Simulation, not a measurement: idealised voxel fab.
Name of the process module below: voxel capacitor over wiring
Each square cell in cross-section cut measures 5 nm, and the section as a whole is 150 nm wide.
A cross-section is a grid of square cells, given in bands from the top down. A band is one or more rows of cells. Per band: top height and bottom height in nm, followed by the left-to-right materials and their widths in nm; "everywhere" marks a single material spanning edge to edge, "blank" marks empty space. Heights are reckoned from 0. Under this level, the received wafer is all of one material. The bottommost band is open-ended downward, for example "0 down". You'd read "30..40" like this: the band's top row of cells is as wide as the first number, its bottom row is as wide as the second, and going down, every row changes width by the same amount as the row before did. "no change" for a step: no cell of the cross-section changed in that step. Closed empty spaces (no open way to the top) of 8 cells or more are what "Voids, fully enclosed" lists, each as width x height at distance from the left edge, nm for all three. On a step's line, text after the settings is the simulator commenting on that step. overlay nm, on a step with a mask: how far to the right of its planned place the mask lay; to the left if negative.

Here's what the planned process steps look like:
1,RECEIVE: material Si
2,CONFORMAL_DEP: material SiO2, thk nm 10
3,DIRECTIONAL_DEP: material TiN, thk nm 5
4,DIRECTIONAL_DEP: material W, thk nm 15
5,MASKED_ETCH: tone cover, mask id METAL_1, width nm 30, pitch nm 90, etch materials W, depth nm 15, overlay nm 0
6,MASKED_ETCH: tone cover, mask id METAL_1, width nm 30, pitch nm 90, etch materials TiN, depth nm 5, overlay nm 0
7,CONFORMAL_DEP: material SiCN, thk nm 5
8,FILL_DEP: material lowk, thk nm 5
9,CMP: height nm 30
10,CONFORMAL_DEP: material SiCN, thk nm 5
11,DIRECTIONAL_DEP: material lowk, thk nm 15
12,MASKED_ETCH: tone open, mask id PLUG_1, width nm 15, etch materials lowk, depth nm 15, overlay nm 0
13,MASKED_ETCH: tone open, mask id PLUG_1, width nm 15, etch materials SiCN, depth nm 5, overlay nm 0
14,EPI: material Ru, thk nm 10
15,EPI: material Ru, thk nm 10
16,DIRECTIONAL_DEP: material TiN, thk nm 10
17,DIRECTIONAL_DEP: material SiN, thk nm 5
18,DIRECTIONAL_DEP: material TiN, thk nm 10
19,DIRECTIONAL_DEP: material aC, thk nm 15
20,PATTERN: tone cover, mask id UPPER_PLATE, material resist, width nm 65, thk nm 35, overlay nm 0
21,DIRECTIONAL_ETCH: etch materials aC, depth nm 15
22,STRIP: etch materials resist
23,DIRECTIONAL_ETCH: etch materials TiN, depth nm 10
24,DIRECTIONAL_ETCH: etch materials SiN, depth nm 5
25,STRIP: etch materials aC
26,DIRECTIONAL_DEP: material aC, thk nm 15
27,PATTERN: tone cover, mask id LOWER_PLATE, material resist, width nm 75, thk nm 35, overlay nm 0
28,DIRECTIONAL_ETCH: etch materials aC, depth nm 15
29,STRIP: etch materials resist
30,DIRECTIONAL_ETCH: etch materials TiN, depth nm 10
31,STRIP: etch materials aC
32,FILL_DEP: material SiO2, thk nm 15
33,CMP: height nm 85
34,PATTERN: tone open, mask id PLUG_2, material resist, width nm 15, thk nm 20, overlay nm 0
35,DIRECTIONAL_ETCH: etch materials SiO2, depth nm 10
36,STRIP: etch materials resist
37,CONFORMAL_DEP: material TiN, thk nm 5
38,FILL_DEP: material Cu, thk nm 10
39,CMP: height nm 85
40,CONFORMAL_DEP: material SiCN, thk nm 5

First of the two wafers, run per plan:

As received, after step 1:
> 0 down: Si everywhere
> Voids, fully enclosed: none

After step 2: wafer cross-section:
> 10 to 0: SiO2 everywhere
> Under 0: no change, same as before.

After step 3: wafer cross-section:
> 15 to 10: TiN everywhere
> Under 10: no change, same as before.

After step 4: wafer cross-section:
> 30 to 15: W everywhere
> Under 15: no change, same as before.

After step 5: wafer cross-section:
> 30 to 15: 15 of blank / 30 of W / 60 of blank / 30 of W / 15 of blank
> Under 15: no change, same as before.

After step 6: wafer cross-section:
> 30 to 15: 15 of blank / 30 of W / 60 of blank / 30 of W / 15 of blank
> 15 to 10: 15 of blank / 30 of TiN / 60 of blank / 30 of TiN / 15 of blank
> Under 10: no change, same as before.

After step 7: wafer cross-section:
> 35 to 30: 10 of blank / 40 of SiCN / 50 of blank / 40 of SiCN / 10 of blank
> 30 to 15: 10 of blank / 5 of SiCN / 30 of W / 5 of SiCN / 50 of blank / 5 of SiCN / 30 of W / 5 of SiCN / 10 of blank
> 15 to 10: 15 of SiCN / 30 of TiN / 60 of SiCN / 30 of TiN / 15 of SiCN
> Under 10: no change, same as before.

After step 8: wafer cross-section:
> 40 to 35: lowk everywhere
> 35 to 30: 10 of lowk / 40 of SiCN / 50 of lowk / 40 of SiCN / 10 of lowk
> 30 to 15: 10 of lowk / 5 of SiCN / 30 of W / 5 of SiCN / 50 of lowk / 5 of SiCN / 30 of W / 5 of SiCN / 10 of lowk
> Under 15: no change, same as before.

After step 9: wafer cross-section:
> 30 to 15: 10 of lowk / 5 of SiCN / 30 of W / 5 of SiCN / 50 of lowk / 5 of SiCN / 30 of W / 5 of SiCN / 10 of lowk
> Under 15: no change, same as before.

After step 10: wafer cross-section:
> 35 to 30: SiCN everywhere
> Under 30: no change, same as before.

After step 11: wafer cross-section:
> 50 to 35: lowk everywhere
> Under 35: no change, same as before.

After step 12: wafer cross-section:
> 50 to 35: 30 of lowk / 15 of blank / 105 of lowk
> Under 35: no change, same as before.

After step 13: wafer cross-section:
> 50 to 35: 30 of lowk / 15 of blank / 105 of lowk
> 35 to 30: 30 of SiCN / 15 of blank / 105 of SiCN
> Under 30: no change, same as before.

After step 14: wafer cross-section:
> 50 to 40: 30 of lowk / 15 of blank / 105 of lowk
> 40 to 35: 30 of lowk / 15 of Ru / 105 of lowk
> 35 to 30: 30 of SiCN / 15 of Ru / 105 of SiCN
> Under 30: no change, same as before.

After step 15: wafer cross-section:
> 50 to 35: 30 of lowk / 15 of Ru / 105 of lowk
> Under 35: no change, same as before.

After step 16: wafer cross-section:
> 60 to 50: TiN everywhere
> Under 50: no change, same as before.

After step 17: wafer cross-section:
> 65 to 60: SiN everywhere
> Under 60: no change, same as before.

After step 18: wafer cross-section:
> 75 to 65: TiN everywhere
> Under 65: no change, same as before.

After step 19: wafer cross-section:
> 90 to 75: aC everywhere
> Under 75: no change, same as before.

After step 20: wafer cross-section:
> 125 to 90: 30 of blank / 65 of resist / 55 of blank
> Under 90: no change, same as before.

After step 21: wafer cross-section:
> 110 to 90: 30 of blank / 65 of resist / 55 of blank
> 90 to 75: 30 of blank / 65 of aC / 55 of blank
> Under 75: no change, same as before.

After step 22: wafer cross-section:
> 90 to 75: 30 of blank / 65 of aC / 55 of blank
> Under 75: no change, same as before.

After step 23: wafer cross-section:
> 90 to 75: 30 of blank / 65 of aC / 55 of blank
> 75 to 65: 30 of blank / 65 of TiN / 55 of blank
> Under 65: no change, same as before.

After step 24: wafer cross-section:
> 90 to 75: 30 of blank / 65 of aC / 55 of blank
> 75 to 65: 30 of blank / 65 of TiN / 55 of blank
> 65 to 60: 30 of blank / 65 of SiN / 55 of blank
> Under 60: no change, same as before.

After step 25: wafer cross-section:
> 75 to 65: 30 of blank / 65 of TiN / 55 of blank
> Under 65: no change, same as before.

After step 26: wafer cross-section:
> 90 to 75: 30 of blank / 65 of aC / 55 of blank
> 75 to 65: 30 of aC / 65 of TiN / 55 of aC
> 65 to 60: 30 of aC / 65 of SiN / 55 of aC
> Under 60: no change, same as before.

After step 27: wafer cross-section:
> 125 to 90: 25 of blank / 75 of resist / 50 of blank
> 90 to 75: 25 of blank / 5 of resist / 65 of aC / 5 of resist / 50 of blank
> Under 75: no change, same as before.

After step 28: wafer cross-section:
> 110 to 90: 25 of blank / 75 of resist / 50 of blank
> 90 to 75: 25 of blank / 5 of resist / 65 of aC / 5 of resist / 50 of blank
> 75 to 65: 25 of blank / 5 of aC / 65 of TiN / 5 of aC / 50 of blank
> 65 to 60: 25 of blank / 5 of aC / 65 of SiN / 5 of aC / 50 of blank
> Under 60: no change, same as before.

After step 29: wafer cross-section:
> 90 to 75: 30 of blank / 65 of aC / 55 of blank
> Under 75: no change, same as before.

After step 30: wafer cross-section:
> 90 to 75: 30 of blank / 65 of aC / 55 of blank
> 75 to 65: 25 of blank / 5 of aC / 65 of TiN / 5 of aC / 50 of blank
> 65 to 60: 25 of blank / 5 of aC / 65 of SiN / 5 of aC / 50 of blank
> 60 to 50: 25 of blank / 75 of TiN / 50 of blank
> Under 50: no change, same as before.

After step 31: wafer cross-section:
> 75 to 65: 30 of blank / 65 of TiN / 55 of blank
> 65 to 60: 30 of blank / 65 of SiN / 55 of blank
> Under 60: no change, same as before.

After step 32: wafer cross-section:
> 90 to 75: SiO2 everywhere
> 75 to 65: 30 of SiO2 / 65 of TiN / 55 of SiO2
> 65 to 60: 30 of SiO2 / 65 of SiN / 55 of SiO2
> 60 to 50: 25 of SiO2 / 75 of TiN / 50 of SiO2
> Under 50: no change, same as before.

After step 33: wafer cross-section:
> 85 to 75: SiO2 everywhere
> Under 75: no change, same as before.

After step 34: wafer cross-section:
> 105 to 85: 40 of resist / 15 of blank / 95 of resist
> Under 85: no change, same as before.

After step 35: wafer cross-section:
> 105 to 85: 40 of resist / 15 of blank / 95 of resist
> 85 to 75: 40 of SiO2 / 15 of blank / 95 of SiO2
> Under 75: no change, same as before.

After step 36: wafer cross-section:
> 85 to 75: 40 of SiO2 / 15 of blank / 95 of SiO2
> Under 75: no change, same as before.

After step 37: wafer cross-section:
> 90 to 85: 45 of TiN / 5 of blank / 100 of TiN
> 85 to 80: 40 of SiO2 / 5 of TiN / 5 of blank / 5 of TiN / 95 of SiO2
> 80 to 75: 40 of SiO2 / 15 of TiN / 95 of SiO2
> Under 75: no change, same as before.

After step 38: wafer cross-section:
> 100 to 90: Cu everywhere
> 90 to 85: 45 of TiN / 5 of Cu / 100 of TiN
> 85 to 80: 40 of SiO2 / 5 of TiN / 5 of Cu / 5 of TiN / 95 of SiO2
> Under 80: no change, same as before.

After step 39: wafer cross-section:
> 85 to 80: 40 of SiO2 / 5 of TiN / 5 of Cu / 5 of TiN / 95 of SiO2
> Under 80: no change, same as before.

After step 40: wafer cross-section:
> 90 to 85: SiCN everywhere
> Under 85: no change, same as before.

Second wafer: like start, like plan, one mistake. Through step 33 it matches the first wafer:

Cross-section of the second wafer corresponding to the planned conclusion of step 34:
> 105 to 85: 40 of blank / 15 of resist / 95 of blank
> Under 85: no change, same as before.

Cross-section of the second wafer corresponding to the planned conclusion of step 35:
> 105 to 85: 40 of blank / 15 of resist / 95 of blank
> 85 to 75: 40 of blank / 15 of SiO2 / 95 of blank
> Under 75: no change, same as before.

Cross-section of the second wafer corresponding to the planned conclusion of step 36:
> 85 to 75: 40 of blank / 15 of SiO2 / 95 of blank
> Under 75: no change, same as before.

Cross-section of the second wafer corresponding to the planned conclusion of step 37:
> 90 to 85: 35 of blank / 25 of TiN / 90 of blank
> 85 to 80: 35 of blank / 5 of TiN / 15 of SiO2 / 5 of TiN / 90 of blank
> 80 to 75: 40 of TiN / 15 of SiO2 / 95 of TiN
> Under 75: no change, same as before.

Cross-section of the second wafer corresponding to the planned conclusion of step 38:
> 100 to 90: Cu everywhere
> 90 to 85: 35 of Cu / 25 of TiN / 90 of Cu
> 85 to 80: 35 of Cu / 5 of TiN / 15 of SiO2 / 5 of TiN / 90 of Cu
> Under 80: no change, same as before.

Cross-section of the second wafer corresponding to the planned conclusion of step 39:
> 85 to 80: 35 of Cu / 5 of TiN / 15 of SiO2 / 5 of TiN / 90 of Cu
> Under 80: no change, same as before.

Cross-section of the second wafer corresponding to the planned conclusion of step 40:
> 90 to 85: SiCN everywhere
> Under 85: no change, same as before.
Heads up, the wafer didn't run the way we planned it: step 34 deviated from plan and actually ran as PATTERN: tone cover, mask id PLUG_2, material resist, width nm 15, thk nm 20, overlay nm 0
Looking at both finished wafers in cells, the second ends up ahead of or behind the first on some materials: 24 more of Cu | 48 fewer of SiO2 | 24 more of TiN
